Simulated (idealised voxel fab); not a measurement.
Documented hereafter: the process module known as voxel self aligned contacts.
For reference, the cross-section in this document is cut, with width 145 nm and square cells of 5 nm.
Cross-sections here: square-cell grids, written as top-down lists of bands, a band being one or more rows of cells.
It is stipulated that each band's entry specify, in nanometres, the height of the top of the band and then that of its bottom, followed by the materials of the band in left-to-right sequence, each together with its width in nanometres. A single material marked by the word "all across" is understood to fill the band from edge to edge; the word "blank" is understood to denote empty space.
Below 0: as-received wafer, all one material; heights counted from there. Lowest band: no bottom, goes on down, written "0..down".
Width: "30->40" (first number = top row, second number = bottom row, same change from row to row of cells).
The designation "no alterations made", where it is given for a processing step, indicates that no cell of the cross-section was altered in the course of that step.
"Closed void roster" specifies each empty space that is not open to the top and that occupies no fewer than 8 cells, using the form width x height at distance, the distance measured from the left edge and all three quantities in nm.
Text after the settings on a step's line: the simulator's own remark on that step.
On any step carrying a mask, the "overlay nm" setting, if present on the step's line, tells how far right of its planned place the mask lay; negative values point to the left.

## This section lists the process steps that were planned
1) RECEIVE, material Si
2) OXIDIZE, depth nm 5
3) DIRECTIONAL_DEP, material polySi, thk nm 30
4) DIRECTIONAL_DEP, material SiN, thk nm 20
5) PATTERN, tone cover, mask id GATE, material resist, width nm 30, pitch nm 75, thk nm 15, overlay nm 0
6) DIRECTIONAL_ETCH, etch materials SiN, depth nm 20
7) DIRECTIONAL_ETCH, etch materials polySi, depth nm 30
8) STRIP, etch materials resist
9) CONFORMAL_DEP, material SiN, thk nm 10
10) DIRECTIONAL_ETCH, etch materials SiN, depth nm 10
11) FILL_DEP, material SiO2, thk nm 15
12) CMP, height nm 55
13) MASKED_ETCH, tone open, mask id CONTACT, width nm 55, etch materials SiO2, depth nm 60, overlay nm 0
14) CONFORMAL_DEP, material TiN, thk nm 5
15) FILL_DEP, material Ru, thk nm 10
16) CMP, height nm 55
17) CONFORMAL_DEP, material SiN, thk nm 5

## As-received state of the wafer in cross-section, equivalent to post-step 1
* 0..down: Si all across
* Closed void roster: none

## End-of-module XS, first of two wafers, run as planned
* 60..55: SiN all across
* 55..50: SiO2: 45, then TiN: 20, then Ru: 15, then TiN: 20, then SiO2: 45
* 50..30: SiO2: 10, then SiN: 50, then TiN: 5, then Ru: 15, then TiN: 5, then SiN: 50, then SiO2: 10
* 30..0: SiO2: 10, then SiN: 10, then polySi: 30, then SiN: 10, then TiN: 5, then Ru: 15, then TiN: 5, then SiN: 10, then polySi: 30, then SiN: 10, then SiO2: 10
* 0..-5: SiO2: 60, then TiN: 25, then SiO2: 60
* -5..down: Si all across
* Closed void roster: none

## End of module, second wafer, cross-section. Started like the first, planned like the first, run with one mistake
* 60..55: SiN all across
* 55..50: SiO2: 35, then TiN: 30, then Ru: 15, then TiN: 10, then SiO2: 55
* 50..30: SiO2: 10, then SiN: 50, then TiN: 5, then Ru: 15, then TiN: 5, then SiN: 50, then SiO2: 10
* 30..0: SiO2: 10, then SiN: 10, then polySi: 30, then SiN: 10, then TiN: 5, then Ru: 15, then TiN: 5, then SiN: 10, then polySi: 30, then SiN: 10, then SiO2: 10
* 0..-5: SiO2: 60, then TiN: 25, then SiO2: 60
* -5..down: Si all across
* Closed void roster: none
what went wrong: step 13 was processed under conditions differing from the plan, specifically as MASKED_ETCH, tone open, mask id CONTACT, width nm 55, etch materials SiO2, depth nm 60, overlay nm -10
Final wafers compared: equal cell tally per material, rearranged layout.
